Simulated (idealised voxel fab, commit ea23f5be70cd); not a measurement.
process module | voxel ribs on slabs
cross-section cut | 285 nm wide | cells 5 nm
A cross-section is a grid of square cells, given in bands from the top down. A band is one or more rows of cells.
Each band's line starts with the height of the band's top and of its bottom, in nm. Then come its materials from left to right, each with its width in nm. One material with "throughout" fills the band from edge to edge. "air" is empty space.
Height 0 is the level under which the wafer as received is all one material. The lowest band goes on downwards, as in "0 down".
A width such as "30 to 40" changes by the same amount from each row of cells to the next, from the band's top row to its bottom row.
"no change" after a step means that no cell of the cross-section changed.
closed voids: empty space of 8 cells or more with no open way to the top, each as width x height at its distance from the left edge, in nm
after a step's settings: what the simulator itself notes on the step
overlay nm, on a step with a mask: how far to the right of its planned place the mask lay; to the left if negative
plan
1 op RECEIVE | material Si
2 op DIRECTIONAL_DEP | material SiO2 | thk nm 20
3 op DIRECTIONAL_DEP | material SiN | thk nm 20
4 op MASKED_ETCH | tone cover | mask id RIB | width nm 20 | etch materials SiN | depth nm 10 | overlay nm 0
5 op PATTERN | tone cover | mask id SLAB | material resist | width nm 60 | thk nm 20 | overlay nm 0
6 op DIRECTIONAL_ETCH | etch materials SiN | depth nm 10
7 op STRIP | etch materials resist
8 op FILL_DEP | material SiO2 | thk nm 20
9 op CMP | height nm 55
10 op DIRECTIONAL_DEP | material W | thk nm 10
11 op MASKED_ETCH | tone cover | mask id HEATER | width nm 30 | etch materials W | depth nm 10 | overlay nm 0
12 op CONFORMAL_DEP | material SiO2 | thk nm 10
as received, after step 1
  0 down: Si throughout
  closed voids: none
a wafer at the end: this start, this plan, one mistake
  75 to 65: air 115 | SiO2 50 | air 120
  65 to 55: SiO2 125 | W 30 | SiO2 130
  55 to 20: SiO2 throughout
  20 to 0: SiN throughout
  0 down: Si throughout
  closed voids: none
what went wrong: steps 2 and 3 were swapped
